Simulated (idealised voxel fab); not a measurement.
Module name: voxel capacitor over wiring (process module)
The cross-section on display is named cut; it measures 245 nm wide, and its cells are 5 nm squares.
We lay out every cross-section as a grid of square cells and spell it out in bands from the top down, where one band means one or more rows of cells.
Each band's line starts with the height of the band's top and of its bottom, in nm. Then come its materials from left to right, each with its width in nm. One material with "all across" fills the band from edge to edge. "air" is empty space.
Where do heights start? At 0: under that level the wafer as delivered is made of one material only. And the lowest band has no floor; it just carries on downward, as in "0 nm and below".
Graded width ("30 to 40"): value in top row of band = first number; value in bottom row = second number; row-to-row change constant.
Take "remained unchanged" at face value: in the step it is given for, the cross-section changed in none of its cells.
Listed in "Closed internal cavities": every empty space of 8 or more cells without an open way to the top. Form: width x height at distance, the distance being from the left edge, all in nm.
Where a step's line continues beyond its settings, the continuation is a remark by the simulator itself on that step.
The setting "overlay nm" may be written on the line of a step. When the step uses a mask, the value reports how far to the right of the planned place the mask lay, and a negative value reports that it lay to the left.

plan
1: RECEIVE (material Si)
2: CONFORMAL_DEP (material SiO2; thk nm 15)
3: DIRECTIONAL_DEP (material TiN; thk nm 5)
4: DIRECTIONAL_DEP (material Ru; thk nm 15)
5: DIRECTIONAL_DEP (material aC; thk nm 10)
6: PATTERN (tone cover; mask id METAL_1; material resist; width nm 25; pitch nm 85; thk nm 30; overlay nm 0)
7: DIRECTIONAL_ETCH (etch materials aC; depth nm 10)
8: STRIP (etch materials resist)
9: DIRECTIONAL_ETCH (etch materials Ru; depth nm 15)
10: DIRECTIONAL_ETCH (etch materials TiN; depth nm 5)
11: STRIP (etch materials aC)
12: FILL_DEP (material SiO2; thk nm 5)
13: CMP (height nm 35)
14: CONFORMAL_DEP (material SiCN; thk nm 5)
15: DIRECTIONAL_DEP (material SiO2; thk nm 20)
16: PATTERN (tone open; mask id PLUG_1; material resist; width nm 15; thk nm 20; overlay nm 0)
17: DIRECTIONAL_ETCH (etch materials SiO2; depth nm 20)
18: DIRECTIONAL_ETCH (etch materials SiCN; depth nm 5)
19: STRIP (etch materials resist)
20: CONFORMAL_DEP (material TiN; thk nm 5)
21: FILL_DEP (material Ru; thk nm 5)
22: CMP (height nm 60)
23: DIRECTIONAL_DEP (material TiN; thk nm 5)
24: DIRECTIONAL_DEP (material SiN; thk nm 5)
25: DIRECTIONAL_DEP (material TiN; thk nm 5)
26: PATTERN (tone cover; mask id UPPER_PLATE; material resist; width nm 65; thk nm 15; overlay nm -15)
27: DIRECTIONAL_ETCH (etch materials TiN; depth nm 5)
28: DIRECTIONAL_ETCH (etch materials SiN; depth nm 5)
29: STRIP (etch materials resist)
30: MASKED_ETCH (tone cover; mask id LOWER_PLATE; width nm 75; etch materials TiN; depth nm 5; overlay nm 0)
31: FILL_DEP (material SiO2; thk nm 20)
32: CMP (height nm 90)
33: MASKED_ETCH (tone open; mask id PLUG_2; width nm 15; etch materials SiO2; depth nm 15; overlay nm 0)
34: CONFORMAL_DEP (material TiN; thk nm 5)
35: FILL_DEP (material Cu; thk nm 5)
36: CMP (height nm 90)
37: CONFORMAL_DEP (material SiN; thk nm 5)
For this document, wafers share an identical start and vary in the step 26 overlay nm; the plan quotes the first wafer's value.

So this is the first of several wafers, cross-sectioned as it came to us, meaning it's at the end of step 1
  0 nm and below: Si all across
  Closed internal cavities: none

Tabulated below, wafer by wafer, are the end-of-module results: for each material, the number of cells gained (+) or lost (-) relative to the as-received state, followed by the closed voids
overlay nm -15 | +2 Cu | +34 Ru | +46 SiCN | +62 SiN | +731 SiO2 | +56 TiN | Closed internal cavities: none
overlay nm -10 | +2 Cu | +34 Ru | +46 SiCN | +62 SiN | +731 SiO2 | +56 TiN | Closed internal cavities: none
overlay nm -5 | +2 Cu | +34 Ru | +46 SiCN | +62 SiN | +731 SiO2 | +56 TiN | Closed internal cavities: none
overlay nm 0 | +2 Cu | +34 Ru | +46 SiCN | +62 SiN | +731 SiO2 | +56 TiN | Closed internal cavities: none
overlay nm 5 | +2 Cu | +34 Ru | +46 SiCN | +62 SiN | +731 SiO2 | +56 TiN | Closed internal cavities: none
overlay nm 10 | +2 Cu | +34 Ru | +46 SiCN | +62 SiN | +731 SiO2 | +56 TiN | Closed internal cavities: none
overlay nm 15 | +2 Cu | +34 Ru | +46 SiCN | +62 SiN | +731 SiO2 | +56 TiN | Closed internal cavities: none
